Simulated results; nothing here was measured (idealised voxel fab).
The process module that follows is named voxel self aligned vias.
205 nm wide, 5 nm square cells: that's cross-section cut.
In this document a cross-section is written as a grid of square cells. It is given as a series of bands, listed from the top down, and a band is one or more rows of cells. Read a band's entry like this: the first values are the height of its top and the height of its bottom in nm, and what follows is the sequence of materials from left to right, each with its width in nm. Note that "air" is empty space, and that a single material marked "edge to edge" reaches across the band from edge to edge. For the purposes of this specification, 0 denotes the height below which the wafer in its as-received condition is composed wholly of one material, and the lowermost band, lacking a lower limit, extends downward without end, as expressed in "0 and below". Read "30 to 40" as a graded width: first number on top, second number at the bottom, same change between each pair of neighbouring rows. What does "no modifications" mean for a step? It means no cell of the cross-section changed in that step. Look at "Closed voids list" for the closed voids: empty spaces with no open path to the top, sized 8 cells or up. Each is width x height at distance, distance from the left edge, all nm. On a step's line, text after the settings is the simulator commenting on that step. The setting "overlay nm" may be written on the line of a step. When the step uses a mask, the value reports how far to the right of the planned place the mask lay, and a negative value reports that it lay to the left.
**Here's what the planned process steps look like**
1. RECEIVE with material Si
2. CONFORMAL_DEP with material SiO2, thk nm 10
3. CONFORMAL_DEP with material SiCN, thk nm 5
4. DIRECTIONAL_DEP with material lowk, thk nm 30
5. MASKED_ETCH with tone open, mask id LINES, width nm 20, pitch nm 65, etch materials lowk, depth nm 30, overlay nm 0
6. CONFORMAL_DEP with material TiN, thk nm 5
7. FILL_DEP with material W, thk nm 5
8. CMP with height nm 45
9. SELECTIVE_ETCH with etch materials W Ru TiN, depth nm 5
10. FILL_DEP with material SiN, thk nm 5
11. CMP with height nm 45
12. DIRECTIONAL_DEP with material lowk, thk nm 15
13. PATTERN with tone open, mask id VIAS, material resist, width nm 40, pitch nm 65, thk nm 20, overlay nm 0
14. DIRECTIONAL_ETCH with etch materials lowk, depth nm 15
15. DIRECTIONAL_ETCH with etch materials SiN, depth nm 5
16. STRIP with etch materials resist
17. CONFORMAL_DEP with material TiN, thk nm 5
18. FILL_DEP with material Cu, thk nm 10
19. CMP with height nm 60
20. CONFORMAL_DEP with material SiCN, thk nm 5
**As-received wafer cross-section (after step 1)**
	0 and below = Si edge to edge
	Closed voids list: none
**Cross-section: first of two wafers, module finished, run according to plan**
	65 down to 60 = SiCN edge to edge
	60 down to 50 = 15 nm lowk, then 5 nm TiN, then 30 nm Cu, then 5 nm TiN, then 25 nm lowk, then 5 nm TiN, then 30 nm Cu, then 5 nm TiN, then 25 nm lowk, then 5 nm TiN, then 30 nm Cu, then 5 nm TiN, then 20 nm lowk
	50 down to 45 = 15 nm lowk, then 15 nm TiN, then 10 nm Cu, then 15 nm TiN, then 25 nm lowk, then 15 nm TiN, then 10 nm Cu, then 15 nm TiN, then 25 nm lowk, then 15 nm TiN, then 10 nm Cu, then 15 nm TiN, then 20 nm lowk
	45 down to 40 = 25 nm lowk, then 20 nm TiN, then 45 nm lowk, then 20 nm TiN, then 45 nm lowk, then 20 nm TiN, then 30 nm lowk
	40 down to 20 = 25 nm lowk, then 5 nm TiN, then 10 nm W, then 5 nm TiN, then 45 nm lowk, then 5 nm TiN, then 10 nm W, then 5 nm TiN, then 45 nm lowk, then 5 nm TiN, then 10 nm W, then 5 nm TiN, then 30 nm lowk
	20 down to 15 = 25 nm lowk, then 20 nm TiN, then 45 nm lowk, then 20 nm TiN, then 45 nm lowk, then 20 nm TiN, then 30 nm lowk
	15 down to 10 = SiCN edge to edge
	10 down to 0 = SiO2 edge to edge
	0 and below = Si edge to edge
	Closed voids list: none
**Module end: cross-section of wafer two of two. Same start and process plan as the first wafer. One mistake during execution**
	65 down to 60 = SiCN edge to edge
	60 down to 45 = 15 nm lowk, then 5 nm TiN, then 30 nm Cu, then 5 nm TiN, then 25 nm lowk, then 5 nm TiN, then 30 nm Cu, then 5 nm TiN, then 25 nm lowk, then 5 nm TiN, then 30 nm Cu, then 5 nm TiN, then 20 nm lowk
	45 down to 40 = 15 nm SiN, then 40 nm TiN, then 25 nm SiN, then 40 nm TiN, then 25 nm SiN, then 40 nm TiN, then 20 nm SiN
	40 down to 35 = 30 nm TiN, then 10 nm W, then 55 nm TiN, then 10 nm W, then 55 nm TiN, then 10 nm W, then 35 nm TiN
	35 down to 10 = 25 nm lowk, then 5 nm TiN, then 10 nm W, then 5 nm TiN, then 45 nm lowk, then 5 nm TiN, then 10 nm W, then 5 nm TiN, then 45 nm lowk, then 5 nm TiN, then 10 nm W, then 5 nm TiN, then 30 nm lowk
	10 down to 5 = 25 nm lowk, then 20 nm TiN, then 45 nm lowk, then 20 nm TiN, then 45 nm lowk, then 20 nm TiN, then 30 nm lowk
	5 down to 0 = SiCN edge to edge
	0 and below = Si edge to edge
	Closed voids list: none
Short version of what went wrong: step 2 of the plan got skipped, so it never ran
Once processing is complete, comparing cell counts shows that the second wafer has more or fewer of certain materials than the first: Cu +12 | SiN +17 | SiO2 -82 | TiN +41 | W +12
